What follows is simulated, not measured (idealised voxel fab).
The process module presented herein is designated voxel released beams.
The figure presents cross-section cut, which has a width of 290 nm and is divided into square cells with an edge length of 5 nm.
A cross-section is a grid of square cells, given in bands from the top down. A band is one or more rows of cells.
What a band's entry tells you: where the top is and where the bottom is, as heights in nm, and after that what lies inside, material by material from left to right, each with its width in nm. Empty space is written as the word "air", and a single material marked with the word "everywhere" occupies the band from edge to edge.
Below 0: as-received wafer, all one material; heights counted from there. Lowest band: no bottom, goes on down, written "0 -> down".
The notation "30..40" denotes a width that varies across the rows of cells in the band, beginning at the first number in the top row, finishing at the second number in the bottom row, and changing by an identical amount from each row to the next.
"nothing changed", as given for a step, is the statement that not any cell of the cross-section underwent a change during that step.
"Completely sealed voids" enumerates empty spaces isolated from the top, with no open way to it, that contain at least 8 cells, giving each as width x height at distance from the left edge, all three in nm.
The remark found on a step's line after its settings is issued by the simulator itself and pertains to that step.
Steps that use a mask can have "overlay nm" on their line. It says how far the mask sat to the right of where it was meant to be. Negative means to the left.
# Planned process steps
1,RECEIVE: material Si
2,CONFORMAL_DEP: material SiN, thk nm 5
3,DIRECTIONAL_DEP: material SiO2, thk nm 15
4,DIRECTIONAL_DEP: material aC, thk nm 10
5,PATTERN: tone open, mask id ANCHOR, material resist, width nm 35, thk nm 25, overlay nm 0
6,DIRECTIONAL_ETCH: etch materials aC, depth nm 10
7,STRIP: etch materials resist
8,DIRECTIONAL_ETCH: etch materials SiO2, depth nm 15
9,STRIP: etch materials aC
10,CONFORMAL_DEP: material TiN, thk nm 15
11,PATTERN: tone cover, mask id BEAM, material resist, width nm 95, thk nm 20, overlay nm 0
12,DIRECTIONAL_ETCH: etch materials TiN, depth nm 15
13,STRIP: etch materials resist
14,STRIP: etch materials SiO2
# Cross-section: wafer on arrival = after step 1
    0 -> down: Si everywhere
    Completely sealed voids: none
# Cross-sectional image of the first of two wafers at the end of the module, the run having proceeded as planned
    35 -> 20: air (95); TiN (20); air (5); TiN (70); air (100)
    20 -> 5: air (100); TiN (35); air (155)
    5 -> 0: SiN everywhere
    0 -> down: Si everywhere
    Completely sealed voids: none
# Cross-section of the latter of the two wafers at module completion. It had an identical start and an identical plan to the former; in running it, one mistake was made
    50 -> 35: air (95); TiN (95); air (100)
    35 -> 20: TiN everywhere
    20 -> 5: SiO2 (100); TiN (35); SiO2 (155)
    5 -> 0: SiN everywhere
    0 -> down: Si everywhere
    Completely sealed voids: none
Deviation from plan: execution of plan step 10 occurred twice
Final difference in cells, second wafer against first, listed per material as more or fewer: SiO2 +153 | TiN +177
